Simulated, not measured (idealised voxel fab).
process module | voxel ribs on slabs
cross-section cut | 235 nm wide | cells 5 nm
A cross-section is a grid of square cells, given in bands from the top down. A band is one or more rows of cells.
Each band's line starts with the height of the band's top and of its bottom, in nm. Then come its materials from left to right, each with its width in nm. One material with "throughout" fills the band from edge to edge. "air" is empty space.
Height 0 is the level under which the wafer as received is all one material. The lowest band goes on downwards, as in "0 down".
A width such as "30 to 40" changes by the same amount from each row of cells to the next, from the band's top row to its bottom row.
"no change" after a step means that no cell of the cross-section changed.
closed voids: empty space of 8 cells or more with no open way to the top, each as width x height at its distance from the left edge, in nm
after a step's settings: what the simulator itself notes on the step
overlay nm, on a step with a mask: how far to the right of its planned place the mask lay; to the left if negative
plan
1 op RECEIVE | material Si
2 op DIRECTIONAL_DEP | material SiO2 | thk nm 25
3 op DIRECTIONAL_DEP | material polySi | thk nm 20
4 op DIRECTIONAL_DEP | material aC | thk nm 10
5 op PATTERN | tone cover | mask id RIB | material resist | width nm 30 | thk nm 25 | overlay nm 0
6 op DIRECTIONAL_ETCH | etch materials aC | depth nm 10
7 op STRIP | etch materials resist
8 op DIRECTIONAL_ETCH | etch materials polySi | depth nm 10
9 op STRIP | etch materials aC
10 op MASKED_ETCH | tone cover | mask id SLAB | width nm 80 | etch materials polySi | depth nm 10 | overlay nm 0
11 op FILL_DEP | material SiO2 | thk nm 25
12 op CMP | height nm 60
13 op DIRECTIONAL_DEP | material TiN | thk nm 5
14 op PATTERN | tone cover | mask id HEATER | material resist | width nm 40 | thk nm 15 | overlay nm 0
15 op DIRECTIONAL_ETCH | etch materials TiN | depth nm 5
16 op STRIP | etch materials resist
17 op CONFORMAL_DEP | material SiO2 | thk nm 5
as received, after step 1
  0 down: Si throughout
  closed voids: none
a wafer at the end: this start, this plan, one mistake
  70 to 65: air 90 | SiO2 50 | air 95
  65 to 60: SiO2 95 | TiN 40 | SiO2 100
  60 to 45: SiO2 throughout
  45 to 35: SiO2 75 | polySi 80 | SiO2 80
  35 to 25: aC throughout
  25 to 0: SiO2 throughout
  0 down: Si throughout
  closed voids: none
what went wrong: steps 3 and 4 were swapped
